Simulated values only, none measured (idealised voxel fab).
This section sets out a process module, namely voxel trench capacitor.
Square cells of 5 nm make up the cross-section cut, whose width is 260 nm.
Just so we're on the same page, the cross-sections are grids of square cells, and they're listed out in bands top to bottom, each band one or more rows deep.
Each band's line starts with the height of the band's top and of its bottom, in nm. Then come its materials from left to right, each with its width in nm. One material with "full width" fills the band from edge to edge. "blank" is empty space.
Heights are reckoned from 0. Under this level, the received wafer is all of one material. The bottommost band is open-ended downward, for example "top 0, no bottom".
Note: "30->40" means the width goes from the first number (top row of the band) to the second number (bottom row) in equal steps per row of cells.
For the purposes of this document, the phrase "remained unchanged" attached to a step denotes that no cell within the cross-section was modified by that step.
Look at "Fully closed voids" for the closed voids: empty spaces with no open path to the top, sized 8 cells or up. Each is width x height at distance, distance from the left edge, all nm.
That trailing text on a step's line, after the settings, is the simulator's own remark on the step.
The "overlay nm" setting may appear on a step's line; for a step that uses a mask, it gives how far to the right of its planned position the mask lay, and a negative value indicates the left.
## Below is the list of planned process steps
1 RECEIVE [material Si]
2 CONFORMAL_DEP [material SiN] [thk nm 5]
3 PATTERN [tone open] [mask id TRENCH] [material resist] [width nm 15] [pitch nm 30] [thk nm 20] [overlay nm 0]
4 DIRECTIONAL_ETCH [etch materials SiN] [depth nm 5]
5 DIRECTIONAL_ETCH [etch materials Si] [depth nm 35]
6 STRIP [etch materials resist]
7 CONFORMAL_DEP [material SiO2] [thk nm 5]
8 FILL_DEP [material polySi] [thk nm 5]
9 CMP [height nm 5]
## What follows covers the first of two wafers; it ran as planned
## as received, after step 1
	top 0, no bottom = Si full width
	Fully closed voids: none
## Once step 2 is through, the wafer looks like this in cross-section
	top 5, bottom 0 = SiN full width
	For the remainder of the cross-section, below 0, there is no change.
## Once step 3 is through, the wafer looks like this in cross-section
	top 25, bottom 5 = resist=90; blank=15; resist=15; blank=15; resist=15; blank=15; resist=95
	For the remainder of the cross-section, below 5, there is no change.
## Once step 4 is through, the wafer looks like this in cross-section
	top 25, bottom 5 = resist=90; blank=15; resist=15; blank=15; resist=15; blank=15; resist=95
	top 5, bottom 0 = SiN=90; blank=15; SiN=15; blank=15; SiN=15; blank=15; SiN=95
	For the remainder of the cross-section, below 0, there is no change.
## Once step 5 is through, the wafer looks like this in cross-section
	top 25, bottom 5 = resist=90; blank=15; resist=15; blank=15; resist=15; blank=15; resist=95
	top 5, bottom 0 = SiN=90; blank=15; SiN=15; blank=15; SiN=15; blank=15; SiN=95
	top 0, bottom -35 = Si=90; blank=15; Si=15; blank=15; Si=15; blank=15; Si=95
	For the remainder of the cross-section, below -35, there is no change.
## Once step 6 is through, the wafer looks like this in cross-section
	top 5, bottom 0 = SiN=90; blank=15; SiN=15; blank=15; SiN=15; blank=15; SiN=95
	For the remainder of the cross-section, below 0, there is no change.
## Once step 7 is through, the wafer looks like this in cross-section
	top 10, bottom 5 = SiO2=95; blank=5; SiO2=25; blank=5; SiO2=25; blank=5; SiO2=100
	top 5, bottom 0 = SiN=90; SiO2=5; blank=5; SiO2=5; SiN=15; SiO2=5; blank=5; SiO2=5; SiN=15; SiO2=5; blank=5; SiO2=5; SiN=95
	top 0, bottom -30 = Si=90; SiO2=5; blank=5; SiO2=5; Si=15; SiO2=5; blank=5; SiO2=5; Si=15; SiO2=5; blank=5; SiO2=5; Si=95
	top -30, bottom -35 = Si=90; SiO2=15; Si=15; SiO2=15; Si=15; SiO2=15; Si=95
	For the remainder of the cross-section, below -35, there is no change.
## Once step 8 is through, the wafer looks like this in cross-section
	top 15, bottom 10 = polySi full width
	top 10, bottom 5 = SiO2=95; polySi=5; SiO2=25; polySi=5; SiO2=25; polySi=5; SiO2=100
	top 5, bottom 0 = SiN=90; SiO2=5; polySi=5; SiO2=5; SiN=15; SiO2=5; polySi=5; SiO2=5; SiN=15; SiO2=5; polySi=5; SiO2=5; SiN=95
	top 0, bottom -30 = Si=90; SiO2=5; polySi=5; SiO2=5; Si=15; SiO2=5; polySi=5; SiO2=5; Si=15; SiO2=5; polySi=5; SiO2=5; Si=95
	For the remainder of the cross-section, below -30, there is no change.
## Once step 9 is through, the wafer looks like this in cross-section
	top 5, bottom 0 = SiN=90; SiO2=5; polySi=5; SiO2=5; SiN=15; SiO2=5; polySi=5; SiO2=5; SiN=15; SiO2=5; polySi=5; SiO2=5; SiN=95
	For the remainder of the cross-section, below 0, there is no change.
## second wafer: like start, like plan, one mistake. Through step 2 it matches the first wafer
## X-section, second wafer, when step 3 was due to finish
	top 25, bottom 5 = blank=90; resist=15; blank=15; resist=15; blank=15; resist=15; blank=95
	For the remainder of the cross-section, below 5, there is no change.
## X-section, second wafer, when step 4 was due to finish
	top 25, bottom 5 = blank=90; resist=15; blank=15; resist=15; blank=15; resist=15; blank=95
	top 5, bottom 0 = blank=90; SiN=15; blank=15; SiN=15; blank=15; SiN=15; blank=95
	For the remainder of the cross-section, below 0, there is no change.
## X-section, second wafer, when step 5 was due to finish
	top 25, bottom 5 = blank=90; resist=15; blank=15; resist=15; blank=15; resist=15; blank=95
	top 5, bottom 0 = blank=90; SiN=15; blank=15; SiN=15; blank=15; SiN=15; blank=95
	top 0, bottom -35 = blank=90; Si=15; blank=15; Si=15; blank=15; Si=15; blank=95
	For the remainder of the cross-section, below -35, there is no change.
## X-section, second wafer, when step 6 was due to finish
	top 5, bottom 0 = blank=90; SiN=15; blank=15; SiN=15; blank=15; SiN=15; blank=95
	For the remainder of the cross-section, below 0, there is no change.
## X-section, second wafer, when step 7 was due to finish
	top 10, bottom 5 = blank=85; SiO2=25; blank=5; SiO2=25; blank=5; SiO2=25; blank=90
	top 5, bottom 0 = blank=85; SiO2=5; SiN=15; SiO2=5; blank=5; SiO2=5; SiN=15; SiO2=5; blank=5; SiO2=5; SiN=15; SiO2=5; blank=90
	top 0, bottom -30 = blank=85; SiO2=5; Si=15; SiO2=5; blank=5; SiO2=5; Si=15; SiO2=5; blank=5; SiO2=5; Si=15; SiO2=5; blank=90
	top -30, bottom -35 = SiO2=90; Si=15; SiO2=15; Si=15; SiO2=15; Si=15; SiO2=95
	For the remainder of the cross-section, below -35, there is no change.
## X-section, second wafer, when step 8 was due to finish
	top 15, bottom 10 = polySi full width
	top 10, bottom 5 = polySi=85; SiO2=25; polySi=5; SiO2=25; polySi=5; SiO2=25; polySi=90
	top 5, bottom 0 = polySi=85; SiO2=5; SiN=15; SiO2=5; polySi=5; SiO2=5; SiN=15; SiO2=5; polySi=5; SiO2=5; SiN=15; SiO2=5; polySi=90
	top 0, bottom -30 = polySi=85; SiO2=5; Si=15; SiO2=5; polySi=5; SiO2=5; Si=15; SiO2=5; polySi=5; SiO2=5; Si=15; SiO2=5; polySi=90
	For the remainder of the cross-section, below -30, there is no change.
## X-section, second wafer, when step 9 was due to finish
	top 5, bottom 0 = polySi=85; SiO2=5; SiN=15; SiO2=5; polySi=5; SiO2=5; SiN=15; SiO2=5; polySi=5; SiO2=5; SiN=15; SiO2=5; polySi=90
	For the remainder of the cross-section, below 0, there is no change.
Deviation noted in wafer processing: step 3 went in with a setting other than planned; the actual run was PATTERN [tone cover] [mask id TRENCH] [material resist] [width nm 15] [pitch nm 30] [thk nm 20] [overlay nm 0]
Counted in cells at the end, the second wafer holds more or fewer of these materials than the first: 238 fewer of Si; 34 fewer of SiN; 34 more of SiO2; 238 more of polySi
